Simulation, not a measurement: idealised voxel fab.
The following process module bears the name voxel self aligned vias.
It is cross-section cut that appears here, measuring 175 nm in width, its square cells being 5 nm in size.
A cross-section in this document is a grid of square cells, and it is written down as bands, the top band listed before the ones below it; a band is made up of one or more rows of cells. Look at the band entry: it leads with the top's height and the bottom's height in nm. Then it lists the materials left to right, with a width in nm for each. The word "all across" on a single material says that material fills the band edge to edge. The word "blank" is empty space. Heights are measured from 0, the level below which the as-received wafer is all one material; the lowest band has no bottom and continues downward, written as in "0 -> down". When a width is written as two numbers, as in "30->40", the first number is the width in the top row of cells of the band and the second is the width in its bottom row, and the width changes by the same amount from each row to the next. "no alterations made" for a step: no cell of the cross-section changed in that step. This entry, "Sealed internal voids", enumerates those empty regions of no fewer than 8 cells that possess no open connection to the top. Each region is reported in the form width x height at distance, the distance being taken from the left edge, with all three quantities expressed in nm. Past the settings on a step's line: simulator remark, on that step. overlay nm: mask offset rightward from planned place, masked step; negative means leftward offset.
Process steps - plan
1: RECEIVE,material Si
2: CONFORMAL_DEP,material SiO2,thk nm 10
3: CONFORMAL_DEP,material SiCN,thk nm 5
4: DIRECTIONAL_DEP,material SiO2,thk nm 20
5: DIRECTIONAL_DEP,material aC,thk nm 10
6: PATTERN,tone open,mask id LINES,material resist,width nm 20,pitch nm 50,thk nm 25,overlay nm 0
7: DIRECTIONAL_ETCH,etch materials aC,depth nm 10
8: STRIP,etch materials resist
9: DIRECTIONAL_ETCH,etch materials SiO2,depth nm 20
10: STRIP,etch materials aC
11: CONFORMAL_DEP,material TiN,thk nm 5
12: FILL_DEP,material W,thk nm 5
13: CMP,height nm 35
14: SELECTIVE_ETCH,etch materials W Ru TiN,depth nm 5
15: FILL_DEP,material SiN,thk nm 10
16: CMP,height nm 35
17: DIRECTIONAL_DEP,material SiO2,thk nm 15
18: MASKED_ETCH,tone open,mask id VIAS,width nm 30,pitch nm 100,etch materials SiO2,depth nm 15,overlay nm 0
19: MASKED_ETCH,tone open,mask id VIAS,width nm 30,pitch nm 100,etch materials SiN,depth nm 5,overlay nm 0
20: CONFORMAL_DEP,material TiN,thk nm 5
21: FILL_DEP,material Ru,thk nm 5
22: CMP,height nm 50
23: CONFORMAL_DEP,material SiCN,thk nm 5
First wafer, two in total, run as planned
Cross-section, incoming material, after step 1
    0 -> down = Si all across
    Sealed internal voids: none
Take a look at the wafer's cross-section after step 2
    10 -> 0 = SiO2 all across
    For the remainder of the cross-section, below 0, there is no change.
Take a look at the wafer's cross-section after step 3
    15 -> 10 = SiCN all across
    For the remainder of the cross-section, below 10, there is no change.
Take a look at the wafer's cross-section after step 4
    35 -> 15 = SiO2 all across
    For the remainder of the cross-section, below 15, there is no change.
Take a look at the wafer's cross-section after step 5
    45 -> 35 = aC all across
    For the remainder of the cross-section, below 35, there is no change.
Take a look at the wafer's cross-section after step 6
    70 -> 45 = resist 25 nm, blank 20 nm, resist 30 nm, blank 20 nm, resist 30 nm, blank 20 nm, resist 30 nm
    For the remainder of the cross-section, below 45, there is no change.
Take a look at the wafer's cross-section after step 7
    60 -> 45 = resist 25 nm, blank 20 nm, resist 30 nm, blank 20 nm, resist 30 nm, blank 20 nm, resist 30 nm
    45 -> 35 = aC 25 nm, blank 20 nm, aC 30 nm, blank 20 nm, aC 30 nm, blank 20 nm, aC 30 nm
    For the remainder of the cross-section, below 35, there is no change.
Take a look at the wafer's cross-section after step 8
    45 -> 35 = aC 25 nm, blank 20 nm, aC 30 nm, blank 20 nm, aC 30 nm, blank 20 nm, aC 30 nm
    For the remainder of the cross-section, below 35, there is no change.
Take a look at the wafer's cross-section after step 9
    45 -> 35 = aC 25 nm, blank 20 nm, aC 30 nm, blank 20 nm, aC 30 nm, blank 20 nm, aC 30 nm
    35 -> 15 = SiO2 25 nm, blank 20 nm, SiO2 30 nm, blank 20 nm, SiO2 30 nm, blank 20 nm, SiO2 30 nm
    For the remainder of the cross-section, below 15, there is no change.
Take a look at the wafer's cross-section after step 10
    35 -> 15 = SiO2 25 nm, blank 20 nm, SiO2 30 nm, blank 20 nm, SiO2 30 nm, blank 20 nm, SiO2 30 nm
    For the remainder of the cross-section, below 15, there is no change.
Take a look at the wafer's cross-section after step 11
    40 -> 35 = TiN 30 nm, blank 10 nm, TiN 40 nm, blank 10 nm, TiN 40 nm, blank 10 nm, TiN 35 nm
    35 -> 20 = SiO2 25 nm, TiN 5 nm, blank 10 nm, TiN 5 nm, SiO2 30 nm, TiN 5 nm, blank 10 nm, TiN 5 nm, SiO2 30 nm, TiN 5 nm, blank 10 nm, TiN 5 nm, SiO2 30 nm
    20 -> 15 = SiO2 25 nm, TiN 20 nm, SiO2 30 nm, TiN 20 nm, SiO2 30 nm, TiN 20 nm, SiO2 30 nm
    For the remainder of the cross-section, below 15, there is no change.
Take a look at the wafer's cross-section after step 12
    45 -> 40 = W all across
    40 -> 35 = TiN 30 nm, W 10 nm, TiN 40 nm, W 10 nm, TiN 40 nm, W 10 nm, TiN 35 nm
    35 -> 20 = SiO2 25 nm, TiN 5 nm, W 10 nm, TiN 5 nm, SiO2 30 nm, TiN 5 nm, W 10 nm, TiN 5 nm, SiO2 30 nm, TiN 5 nm, W 10 nm, TiN 5 nm, SiO2 30 nm
    For the remainder of the cross-section, below 20, there is no change.
Take a look at the wafer's cross-section after step 13
    35 -> 20 = SiO2 25 nm, TiN 5 nm, W 10 nm, TiN 5 nm, SiO2 30 nm, TiN 5 nm, W 10 nm, TiN 5 nm, SiO2 30 nm, TiN 5 nm, W 10 nm, TiN 5 nm, SiO2 30 nm
    For the remainder of the cross-section, below 20, there is no change.
Take a look at the wafer's cross-section after step 14
    35 -> 30 = SiO2 25 nm, blank 20 nm, SiO2 30 nm, blank 20 nm, SiO2 30 nm, blank 20 nm, SiO2 30 nm
    For the remainder of the cross-section, below 30, there is no change.
Take a look at the wafer's cross-section after step 15
    45 -> 35 = SiN all across
    35 -> 30 = SiO2 25 nm, SiN 20 nm, SiO2 30 nm, SiN 20 nm, SiO2 30 nm, SiN 20 nm, SiO2 30 nm
    For the remainder of the cross-section, below 30, there is no change.
Take a look at the wafer's cross-section after step 16
    35 -> 30 = SiO2 25 nm, SiN 20 nm, SiO2 30 nm, SiN 20 nm, SiO2 30 nm, SiN 20 nm, SiO2 30 nm
    For the remainder of the cross-section, below 30, there is no change.
Take a look at the wafer's cross-section after step 17
    50 -> 35 = SiO2 all across
    For the remainder of the cross-section, below 35, there is no change.
Take a look at the wafer's cross-section after step 18
    50 -> 35 = SiO2 20 nm, blank 30 nm, SiO2 70 nm, blank 30 nm, SiO2 25 nm
    For the remainder of the cross-section, below 35, there is no change.
Take a look at the wafer's cross-section after step 19
    50 -> 35 = SiO2 20 nm, blank 30 nm, SiO2 70 nm, blank 30 nm, SiO2 25 nm
    35 -> 30 = SiO2 25 nm, blank 20 nm, SiO2 30 nm, SiN 20 nm, SiO2 30 nm, blank 20 nm, SiO2 30 nm
    For the remainder of the cross-section, below 30, there is no change.
Take a look at the wafer's cross-section after step 20
    55 -> 50 = TiN 25 nm, blank 20 nm, TiN 80 nm, blank 20 nm, TiN 30 nm
    50 -> 40 = SiO2 20 nm, TiN 5 nm, blank 20 nm, TiN 5 nm, SiO2 70 nm, TiN 5 nm, blank 20 nm, TiN 5 nm, SiO2 25 nm
    40 -> 35 = SiO2 20 nm, TiN 10 nm, blank 10 nm, TiN 10 nm, SiO2 70 nm, TiN 10 nm, blank 10 nm, TiN 10 nm, SiO2 25 nm
    35 -> 30 = SiO2 25 nm, TiN 20 nm, SiO2 30 nm, SiN 20 nm, SiO2 30 nm, TiN 20 nm, SiO2 30 nm
    For the remainder of the cross-section, below 30, there is no change.
Take a look at the wafer's cross-section after step 21
    60 -> 55 = Ru all across
    55 -> 50 = TiN 25 nm, Ru 20 nm, TiN 80 nm, Ru 20 nm, TiN 30 nm
    50 -> 40 = SiO2 20 nm, TiN 5 nm, Ru 20 nm, TiN 5 nm, SiO2 70 nm, TiN 5 nm, Ru 20 nm, TiN 5 nm, SiO2 25 nm
    40 -> 35 = SiO2 20 nm, TiN 10 nm, Ru 10 nm, TiN 10 nm, SiO2 70 nm, TiN 10 nm, Ru 10 nm, TiN 10 nm, SiO2 25 nm
    For the remainder of the cross-section, below 35, there is no change.
Take a look at the wafer's cross-section after step 22
    50 -> 40 = SiO2 20 nm, TiN 5 nm, Ru 20 nm, TiN 5 nm, SiO2 70 nm, TiN 5 nm, Ru 20 nm, TiN 5 nm, SiO2 25 nm
    For the remainder of the cross-section, below 40, there is no change.
Take a look at the wafer's cross-section after step 23
    55 -> 50 = SiCN all across
    For the remainder of the cross-section, below 50, there is no change.
The second wafer began exactly as the first did and followed the same plan, but one mistake was made while running it; through step 5 inclusive, the two wafers are identical
Second wafer shown in cross-section at the time step 6 was slated to end
    70 -> 45 = resist 20 nm, blank 30 nm, resist 20 nm, blank 30 nm, resist 20 nm, blank 30 nm, resist 25 nm
    For the remainder of the cross-section, below 45, there is no change.
Second wafer shown in cross-section at the time step 7 was slated to end
    60 -> 45 = resist 20 nm, blank 30 nm, resist 20 nm, blank 30 nm, resist 20 nm, blank 30 nm, resist 25 nm
    45 -> 35 = aC 20 nm, blank 30 nm, aC 20 nm, blank 30 nm, aC 20 nm, blank 30 nm, aC 25 nm
    For the remainder of the cross-section, below 35, there is no change.
Second wafer shown in cross-section at the time step 8 was slated to end
    45 -> 35 = aC 20 nm, blank 30 nm, aC 20 nm, blank 30 nm, aC 20 nm, blank 30 nm, aC 25 nm
    For the remainder of the cross-section, below 35, there is no change.
Second wafer shown in cross-section at the time step 9 was slated to end
    45 -> 35 = aC 20 nm, blank 30 nm, aC 20 nm, blank 30 nm, aC 20 nm, blank 30 nm, aC 25 nm
    35 -> 15 = SiO2 20 nm, blank 30 nm, SiO2 20 nm, blank 30 nm, SiO2 20 nm, blank 30 nm, SiO2 25 nm
    For the remainder of the cross-section, below 15, there is no change.
Second wafer shown in cross-section at the time step 10 was slated to end
    35 -> 15 = SiO2 20 nm, blank 30 nm, SiO2 20 nm, blank 30 nm, SiO2 20 nm, blank 30 nm, SiO2 25 nm
    For the remainder of the cross-section, below 15, there is no change.
Second wafer shown in cross-section at the time step 11 was slated to end
    40 -> 35 = TiN 25 nm, blank 20 nm, TiN 30 nm, blank 20 nm, TiN 30 nm, blank 20 nm, TiN 30 nm
    35 -> 20 = SiO2 20 nm, TiN 5 nm, blank 20 nm, TiN 5 nm, SiO2 20 nm, TiN 5 nm, blank 20 nm, TiN 5 nm, SiO2 20 nm, TiN 5 nm, blank 20 nm, TiN 5 nm, SiO2 25 nm
    20 -> 15 = SiO2 20 nm, TiN 30 nm, SiO2 20 nm, TiN 30 nm, SiO2 20 nm, TiN 30 nm, SiO2 25 nm
    For the remainder of the cross-section, below 15, there is no change.
Second wafer shown in cross-section at the time step 12 was slated to end
    45 -> 40 = W all across
    40 -> 35 = TiN 25 nm, W 20 nm, TiN 30 nm, W 20 nm, TiN 30 nm, W 20 nm, TiN 30 nm
    35 -> 20 = SiO2 20 nm, TiN 5 nm, W 20 nm, TiN 5 nm, SiO2 20 nm, TiN 5 nm, W 20 nm, TiN 5 nm, SiO2 20 nm, TiN 5 nm, W 20 nm, TiN 5 nm, SiO2 25 nm
    For the remainder of the cross-section, below 20, there is no change.
Second wafer shown in cross-section at the time step 13 was slated to end
    35 -> 20 = SiO2 20 nm, TiN 5 nm, W 20 nm, TiN 5 nm, SiO2 20 nm, TiN 5 nm, W 20 nm, TiN 5 nm, SiO2 20 nm, TiN 5 nm, W 20 nm, TiN 5 nm, SiO2 25 nm
    For the remainder of the cross-section, below 20, there is no change.
Second wafer shown in cross-section at the time step 14 was slated to end
    35 -> 30 = SiO2 20 nm, blank 30 nm, SiO2 20 nm, blank 30 nm, SiO2 20 nm, blank 30 nm, SiO2 25 nm
    For the remainder of the cross-section, below 30, there is no change.
Second wafer shown in cross-section at the time step 15 was slated to end
    45 -> 35 = SiN all across
    35 -> 30 = SiO2 20 nm, SiN 30 nm, SiO2 20 nm, SiN 30 nm, SiO2 20 nm, SiN 30 nm, SiO2 25 nm
    For the remainder of the cross-section, below 30, there is no change.
Second wafer shown in cross-section at the time step 16 was slated to end
    35 -> 30 = SiO2 20 nm, SiN 30 nm, SiO2 20 nm, SiN 30 nm, SiO2 20 nm, SiN 30 nm, SiO2 25 nm
    For the remainder of the cross-section, below 30, there is no change.
Second wafer shown in cross-section at the time step 17 was slated to end
    50 -> 35 = SiO2 all across
    For the remainder of the cross-section, below 35, there is no change.
Second wafer shown in cross-section at the time step 18 was slated to end
    50 -> 35 = SiO2 20 nm, blank 30 nm, SiO2 70 nm, blank 30 nm, SiO2 25 nm
    For the remainder of the cross-section, below 35, there is no change.
Second wafer shown in cross-section at the time step 19 was slated to end
    50 -> 35 = SiO2 20 nm, blank 30 nm, SiO2 70 nm, blank 30 nm, SiO2 25 nm
    35 -> 30 = SiO2 20 nm, blank 30 nm, SiO2 20 nm, SiN 30 nm, SiO2 20 nm, blank 30 nm, SiO2 25 nm
    For the remainder of the cross-section, below 30, there is no change.
Second wafer shown in cross-section at the time step 20 was slated to end
    55 -> 50 = TiN 25 nm, blank 20 nm, TiN 80 nm, blank 20 nm, TiN 30 nm
    50 -> 35 = SiO2 20 nm, TiN 5 nm, blank 20 nm, TiN 5 nm, SiO2 70 nm, TiN 5 nm, blank 20 nm, TiN 5 nm, SiO2 25 nm
    35 -> 30 = SiO2 20 nm, TiN 30 nm, SiO2 20 nm, SiN 30 nm, SiO2 20 nm, TiN 30 nm, SiO2 25 nm
    For the remainder of the cross-section, below 30, there is no change.
Second wafer shown in cross-section at the time step 21 was slated to end
    60 -> 55 = Ru all across
    55 -> 50 = TiN 25 nm, Ru 20 nm, TiN 80 nm, Ru 20 nm, TiN 30 nm
    50 -> 35 = SiO2 20 nm, TiN 5 nm, Ru 20 nm, TiN 5 nm, SiO2 70 nm, TiN 5 nm, Ru 20 nm, TiN 5 nm, SiO2 25 nm
    For the remainder of the cross-section, below 35, there is no change.
Second wafer shown in cross-section at the time step 22 was slated to end
    50 -> 35 = SiO2 20 nm, TiN 5 nm, Ru 20 nm, TiN 5 nm, SiO2 70 nm, TiN 5 nm, Ru 20 nm, TiN 5 nm, SiO2 25 nm
    For the remainder of the cross-section, below 35, there is no change.
Second wafer shown in cross-section at the time step 23 was slated to end
    55 -> 50 = SiCN all across
    For the remainder of the cross-section, below 50, there is no change.
Against the plan, the run slipped here: step 6 did not use the planned setting and instead ran as PATTERN,tone open,mask id LINES,material resist,width nm 30,pitch nm 50,thk nm 25,overlay nm 0
Upon completion, the second wafer contains, in terms of cells, a greater or smaller amount of certain materials than the first wafer: Ru: 4 more | SiN: 2 more | SiO2: 24 fewer | TiN: 6 more | W: 12 more
